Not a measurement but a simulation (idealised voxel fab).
process module | voxel self aligned contacts
cross-section cut | 230 nm wide | cells 5 nm
A cross-section is a grid of square cells, given in bands from the top down. A band is one or more rows of cells.
Each band's line starts with the height of the band's top and of its bottom, in nm. Then come its materials from left to right, each with its width in nm. One material with "throughout" fills the band from edge to edge. "air" is empty space.
Height 0 is the level under which the wafer as received is all one material. The lowest band goes on downwards, as in "0 down".
A width such as "30 to 40" changes by the same amount from each row of cells to the next, from the band's top row to its bottom row.
"no change" after a step means that no cell of the cross-section changed.
closed voids: empty space of 8 cells or more with no open way to the top, each as width x height at its distance from the left edge, in nm
after a step's settings: what the simulator itself notes on the step
overlay nm, on a step with a mask: how far to the right of its planned place the mask lay; to the left if negative
plan
1 op RECEIVE | material Si
2 op CONFORMAL_DEP | material SiO2 | thk nm 5
3 op DIRECTIONAL_DEP | material polySi | thk nm 25
4 op DIRECTIONAL_DEP | material SiN | thk nm 20
5 op DIRECTIONAL_DEP | material aC | thk nm 15
6 op PATTERN | tone cover | mask id GATE | material resist | width nm 30 | pitch nm 55 | thk nm 30 | overlay nm 0
7 op DIRECTIONAL_ETCH | etch materials aC | depth nm 15
8 op STRIP | etch materials resist
9 op DIRECTIONAL_ETCH | etch materials SiN | depth nm 20
10 op DIRECTIONAL_ETCH | etch materials polySi | depth nm 25
11 op STRIP | etch materials aC
12 op CONFORMAL_DEP | material SiN | thk nm 5
13 op DIRECTIONAL_ETCH | etch materials SiN | depth nm 5
14 op FILL_DEP | material SiO2 | thk nm 15
15 op CMP | height nm 60
16 op DIRECTIONAL_DEP | material aC | thk nm 15
17 op PATTERN | tone open | mask id CONTACT | material resist | width nm 35 | thk nm 35 | overlay nm 0
18 op DIRECTIONAL_ETCH | etch materials aC | depth nm 15
19 op STRIP | etch materials resist
20 op DIRECTIONAL_ETCH | etch materials SiO2 | depth nm 60
21 op STRIP | etch materials aC
22 op CONFORMAL_DEP | material TiN | thk nm 5
23 op FILL_DEP | material W | thk nm 5
24 op CMP | height nm 60
25 op CONFORMAL_DEP | material SiN | thk nm 5
as received, after step 1
  0 down: Si throughout
  closed voids: none
a wafer at the end: this start, this plan, one mistake
  65 to 60: SiN throughout
  60 to 50: SiO2 95 | TiN 5 | W 25 | TiN 5 | SiO2 100
  50 to 45: SiO2 95 | TiN 10 | W 15 | TiN 10 | SiO2 100
  45 to 30: SiO2 70 | SiN 30 | TiN 5 | W 15 | TiN 5 | SiN 30 | SiO2 75
  30 to 5: SiO2 70 | polySi 30 | TiN 5 | W 15 | TiN 5 | polySi 30 | SiO2 75
  5 to 0: SiO2 100 | TiN 25 | SiO2 105
  0 down: Si throughout
  closed voids: none
what went wrong: step 12 was left out
